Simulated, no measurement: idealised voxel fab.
voxel self aligned vias: a process module
Square cells of 5 nm make up the cross-section cut, whose width is 230 nm.
When this document writes out a cross-section, it uses a grid of square cells and lists it as bands, beginning at the top and moving down, with a band standing for one or more rows of cells.
Basically the band line says how high the top is and how high the bottom is, in nm, and then what's in it from left to right, every material with its width in nm. Empty space shows up as "blank", and if a single material carries "all across" it runs the full band edge to edge.
Height 0 is the level under which the wafer as received is all one material. The lowest band goes on downwards, as in "0..down".
Read "30 to 40" as a graded width: first number on top, second number at the bottom, same change between each pair of neighbouring rows.
Take "identical to before" at face value: in the step it is given for, the cross-section changed in none of its cells.
In "Entrapped voids" the enclosed voids are listed, meaning empty spaces of 8 cells or larger without any opening to the top. The form is width x height at distance, distance from the left edge, units nm.
On each step's line, the part that comes after the settings is the simulator's own comment on the step.
overlay nm: on a step with a mask, how far right of its planned place the mask lay; negative means left.
Listed below are the process steps as planned
| 1 | RECEIVE (material Si) |
| 2 | CONFORMAL_DEP (material SiO2; thk nm 15) |
| 3 | CONFORMAL_DEP (material SiCN; thk nm 5) |
| 4 | DIRECTIONAL_DEP (material lowk; thk nm 20) |
| 5 | MASKED_ETCH (tone open; mask id LINES; width nm 30; pitch nm 55; etch materials lowk; depth nm 20; overlay nm 0) |
| 6 | CONFORMAL_DEP (material TiN; thk nm 5) |
| 7 | FILL_DEP (material W; thk nm 10) |
| 8 | CMP (height nm 40) |
| 9 | SELECTIVE_ETCH (etch materials W Ru TiN; depth nm 5) |
| 10 | FILL_DEP (material SiN; thk nm 10) |
| 11 | CMP (height nm 40) |
| 12 | DIRECTIONAL_DEP (material lowk; thk nm 20) |
| 13 | DIRECTIONAL_DEP (material aC; thk nm 15) |
| 14 | PATTERN (tone open; mask id VIAS; material resist; width nm 40; thk nm 30; overlay nm 0) |
| 15 | DIRECTIONAL_ETCH (etch materials aC; depth nm 15) |
| 16 | STRIP (etch materials resist) |
| 17 | DIRECTIONAL_ETCH (etch materials lowk; depth nm 20) |
| 18 | DIRECTIONAL_ETCH (etch materials SiN; depth nm 5) |
| 19 | STRIP (etch materials aC) |
| 20 | CONFORMAL_DEP (material TiN; thk nm 5) |
| 21 | FILL_DEP (material W; thk nm 10) |
| 22 | CMP (height nm 60) |
| 23 | CONFORMAL_DEP (material SiN; thk nm 5) |
Here's what the wafer looked like in cross-section when it arrived - that's after step 1
> 0..down = Si all across
> Entrapped voids: none
The plan above was carried out on the starting structure above with one mistake, and this cross-section shows the wafer at the end of the module
> 80..75 = SiN all across
> 75..65 = W all across
> 65..60 = TiN (70) | W (30) | TiN (130)
> 60..45 = lowk (65) | TiN (5) | W (30) | TiN (5) | lowk (125)
> 45..40 = lowk (65) | TiN (10) | W (20) | TiN (10) | lowk (125)
> 40..35 = lowk (70) | TiN (30) | lowk (25) | SiN (30) | lowk (75)
> 35..25 = lowk (70) | TiN (5) | W (20) | TiN (5) | lowk (25) | TiN (5) | W (20) | TiN (5) | lowk (75)
> 25..20 = lowk (70) | TiN (30) | lowk (25) | TiN (30) | lowk (75)
> 20..15 = SiCN all across
> 15..0 = SiO2 all across
> 0..down = Si all across
> Entrapped voids: none
What was the processing mistake? step 22 of the plan never got run, it was skipped over
